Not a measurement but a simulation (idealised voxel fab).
This is a process module. Its name is voxel wiring stack.
The figure presents cross-section cut, which has a width of 300 nm and is divided into square cells with an edge length of 5 nm.
Cross-section layout: square cells on a grid; listed as bands, top to bottom; a band spans one or more cell rows.
What a band's entry tells you: where the top is and where the bottom is, as heights in nm, and after that what lies inside, material by material from left to right, each with its width in nm. Empty space is written as the word "air", and a single material marked with the word "full width" occupies the band from edge to edge.
For the purposes of this specification, 0 denotes the height below which the wafer in its as-received condition is composed wholly of one material, and the lowermost band, lacking a lower limit, extends downward without end, as expressed in "from 0 down".
Per-row width for "30..40": begins at first number (top row of band), ends at second number (bottom row), increment between rows held constant.
A step reported as "nothing was modified" is a step in which no cell of the cross-section changed.
"Completely enclosed voids": sealed empty spaces, 8 cells or more, no open way to top, listed width x height at distance, with distance from the left edge and width, height and distance in nm.
The remark found on a step's line after its settings is issued by the simulator itself and pertains to that step.
Among the settings permitted on a step's line is "overlay nm"; applied to a step with a mask, it specifies the extent to which the mask lay to the right of its planned position, whereas a negative figure signifies a position to the left.

## Here's what the planned process steps look like
| 1 | RECEIVE [material Si] |
| 2 | CONFORMAL_DEP [material SiO2] [thk nm 15] |
| 3 | DIRECTIONAL_DEP [material TiN] [thk nm 5] |
| 4 | DIRECTIONAL_DEP [material W] [thk nm 25] |
| 5 | DIRECTIONAL_DEP [material aC] [thk nm 15] |
| 6 | PATTERN [tone cover] [mask id METAL_1] [material resist] [width nm 20] [pitch nm 35] [thk nm 30] [overlay nm 0] |
| 7 | DIRECTIONAL_ETCH [etch materials aC] [depth nm 15] |
| 8 | STRIP [etch materials resist] |
| 9 | DIRECTIONAL_ETCH [etch materials W] [depth nm 25] |
| 10 | DIRECTIONAL_ETCH [etch materials TiN] [depth nm 5] |
| 11 | STRIP [etch materials aC] |
| 12 | FILL_DEP [material SiO2] [thk nm 10] |
| 13 | CMP [height nm 45] |
| 14 | CONFORMAL_DEP [material SiCN] [thk nm 5] |
| 15 | DIRECTIONAL_DEP [material lowk] [thk nm 20] |
| 16 | PATTERN [tone open] [mask id PLUG_1] [material resist] [width nm 15] [thk nm 20] [overlay nm 0] |
| 17 | DIRECTIONAL_ETCH [etch materials lowk] [depth nm 20] |
| 18 | DIRECTIONAL_ETCH [etch materials SiCN] [depth nm 5] |
| 19 | STRIP [etch materials resist] |
| 20 | EPI [material Ru] [thk nm 10] |
| 21 | EPI [material Ru] [thk nm 10] |
| 22 | EPI [material Ru] [thk nm 5] |
| 23 | DIRECTIONAL_DEP [material TiN] [thk nm 5] |
| 24 | DIRECTIONAL_DEP [material W] [thk nm 25] |
| 25 | DIRECTIONAL_DEP [material aC] [thk nm 15] |
| 26 | PATTERN [tone cover] [mask id METAL_2] [material resist] [width nm 20] [pitch nm 35] [thk nm 35] [overlay nm 0] |
| 27 | DIRECTIONAL_ETCH [etch materials aC] [depth nm 15] |
| 28 | STRIP [etch materials resist] |
| 29 | DIRECTIONAL_ETCH [etch materials W] [depth nm 25] |
| 30 | DIRECTIONAL_ETCH [etch materials TiN] [depth nm 5] |
| 31 | STRIP [etch materials aC] |
| 32 | CONFORMAL_DEP [material SiN] [thk nm 5] |
| 33 | FILL_DEP [material SiO2] [thk nm 5] |
| 34 | CMP [height nm 100] |
| 35 | CONFORMAL_DEP [material SiCN] [thk nm 5] |
| 36 | DIRECTIONAL_DEP [material SiO2] [thk nm 20] |
| 37 | PATTERN [tone open] [mask id PLUG_2] [material resist] [width nm 15] [thk nm 20] [overlay nm 0] |
| 38 | DIRECTIONAL_ETCH [etch materials SiO2] [depth nm 20] |
| 39 | DIRECTIONAL_ETCH [etch materials SiCN] [depth nm 5] |
| 40 | STRIP [etch materials resist] |
| 41 | EPI [material Ru] [thk nm 10] |
| 42 | EPI [material Ru] [thk nm 10] |
| 43 | EPI [material Ru] [thk nm 5] |
| 44 | DIRECTIONAL_DEP [material TiN] [thk nm 5] |
| 45 | DIRECTIONAL_DEP [material Ru] [thk nm 15] |
| 46 | MASKED_ETCH [tone cover] [mask id METAL_3] [width nm 20] [pitch nm 35] [etch materials Ru] [depth nm 15] [overlay nm 0] |
| 47 | MASKED_ETCH [tone cover] [mask id METAL_3] [width nm 20] [pitch nm 35] [etch materials TiN] [depth nm 5] [overlay nm 0] |
| 48 | CONFORMAL_DEP [material SiCN] [thk nm 5] |
| 49 | FILL_DEP [material SiO2] [thk nm 5] |
| 50 | CMP [height nm 145] |
| 51 | CONFORMAL_DEP [material SiCN] [thk nm 5] |

## So this is the incoming wafer in cross-section - it's already been through step 1
- from 0 down: Si full width
- Completely enclosed voids: none

## The first of two wafers, cross-sectioned at the end of the module, with the run proceeding as planned
- from 150 to 145: SiCN full width
- from 145 to 130: SiO2=115 / SiCN=5 / Ru=20 / SiCN=5 / SiO2=5 / SiCN=5 / Ru=20 / SiCN=5 / SiO2=120
- from 130 to 125: SiCN=120 / TiN=20 / SiCN=15 / TiN=20 / SiCN=125
- from 125 to 105: SiO2=120 / Ru=15 / SiO2=165
- from 105 to 100: SiCN=120 / Ru=15 / SiCN=165
- from 100 to 75: SiO2=115 / SiN=5 / W=20 / SiN=5 / SiO2=5 / SiN=5 / W=20 / SiN=5 / SiO2=120
- from 75 to 70: SiN=120 / TiN=20 / SiN=15 / TiN=20 / SiN=125
- from 70 to 50: lowk=120 / Ru=15 / lowk=165
- from 50 to 45: SiCN=120 / Ru=15 / SiCN=165
- from 45 to 20: SiO2=120 / W=20 / SiO2=15 / W=20 / SiO2=125
- from 20 to 15: SiO2=120 / TiN=20 / SiO2=15 / TiN=20 / SiO2=125
- from 15 to 0: SiO2 full width
- from 0 down: Si full width
- Completely enclosed voids: none

## Cross-sectional view: second of two wafers, end of module; start and plan identical to the first, one mistake in running
- from 150 to 145: SiCN full width
- from 145 to 130: SiO2=120 / Ru=15 / SiO2=165
- from 130 to 125: SiO2=120 / TiN=15 / SiO2=165
- from 125 to 105: SiO2 full width
- from 105 to 100: SiCN full width
- from 100 to 75: SiO2=115 / SiN=5 / W=20 / SiN=5 / SiO2=5 / SiN=5 / W=20 / SiN=5 / SiO2=120
- from 75 to 70: SiN=120 / TiN=20 / SiN=15 / TiN=20 / SiN=125
- from 70 to 50: lowk=120 / Ru=15 / lowk=165
- from 50 to 45: SiCN=120 / Ru=15 / SiCN=165
- from 45 to 20: SiO2=120 / W=20 / SiO2=15 / W=20 / SiO2=125
- from 20 to 15: SiO2=120 / TiN=20 / SiO2=15 / TiN=20 / SiO2=125
- from 15 to 0: SiO2 full width
- from 0 down: Si full width
- Completely enclosed voids: none
Deviation from plan: heads up, step 36 of the plan got done twice
Wrapping up, a cell-based count of both wafers puts the second over or under the first for these materials: Ru -30, SiCN -61, SiO2 +96, TiN -5
